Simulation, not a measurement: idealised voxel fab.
voxel released beams: a process module
Displayed cross-section: cut, width of 250 nm, square cells sized 5 nm.
When this document writes out a cross-section, it uses a grid of square cells and lists it as bands, beginning at the top and moving down, with a band standing for one or more rows of cells. What a band's entry tells you: where the top is and where the bottom is, as heights in nm, and after that what lies inside, material by material from left to right, each with its width in nm. Empty space is written as the word "empty", and a single material marked with the word "full width" occupies the band from edge to edge. Below 0: as-received wafer, all one material; heights counted from there. Lowest band: no bottom, goes on down, written "0 -> down". A width given as "30 to 40" starts at the first number in the band's top row and ends at the second number in its bottom row, shifting by an equal amount at every step from row to row. Step note "no alterations made" = no cross-section cell changed. Look at "Voids, fully enclosed" for the closed voids: empty spaces with no open path to the top, sized 8 cells or up. Each is width x height at distance, distance from the left edge, all nm. Whatever follows a step's settings on its line is a remark the simulator itself makes about that step. overlay nm: how far to the right of its planned place the mask lay on this masked step (negative: to the left).

List of planned process steps:
1. RECEIVE with material Si
2. CONFORMAL_DEP with material SiN, thk nm 5
3. DIRECTIONAL_DEP with material SiO2, thk nm 20
4. PATTERN with tone open, mask id ANCHOR, material resist, width nm 45, thk nm 15, overlay nm 0
5. DIRECTIONAL_ETCH with etch materials SiO2, depth nm 10
6. STRIP with etch materials resist
7. CONFORMAL_DEP with material TiN, thk nm 15
8. MASKED_ETCH with tone cover, mask id BEAM, width nm 130, etch materials TiN, depth nm 15, overlay nm 0
9. STRIP with etch materials SiO2
Quick note for whoever runs this: the wafers start identical, but the depth nm at step 5 isn't the same across them. The plan just shows what the first wafer had.

Received condition of the first of several wafers, sectioned: post-step 1:
	0 -> down | Si full width
	Voids, fully enclosed: none

Wafer cross-section (first of several) - module end, post step 9 (last step):
	5 -> 0 | SiN full width
	0 -> down | Si full width
	Voids, fully enclosed: none

Last wafer of the set, cross-sectioned at end of module:
	40 -> 25 | empty: 55 / TiN: 20 / empty: 15 / TiN: 95 / empty: 65
	25 -> 20 | empty: 60 / TiN: 15 / empty: 15 / TiN: 15 / empty: 145
	20 -> 5 | empty: 60 / TiN: 45 / empty: 145
	5 -> 0 | SiN full width
	0 -> down | Si full width
	Voids, fully enclosed: none

Row per wafer, end-of-module: cell gain (+)/loss (-) by material since the wafer came in, then closed voids:
depth nm 10 | +50 SiN | Voids, fully enclosed: none
depth nm 15 | +50 SiN | Voids, fully enclosed: none
depth nm 20 | +50 SiN | +102 TiN | Voids, fully enclosed: none
depth nm 25 | +50 SiN | +102 TiN | Voids, fully enclosed: none
depth nm 30 | +50 SiN | +102 TiN | Voids, fully enclosed: none
depth nm 35 | +50 SiN | +102 TiN | Voids, fully enclosed: none
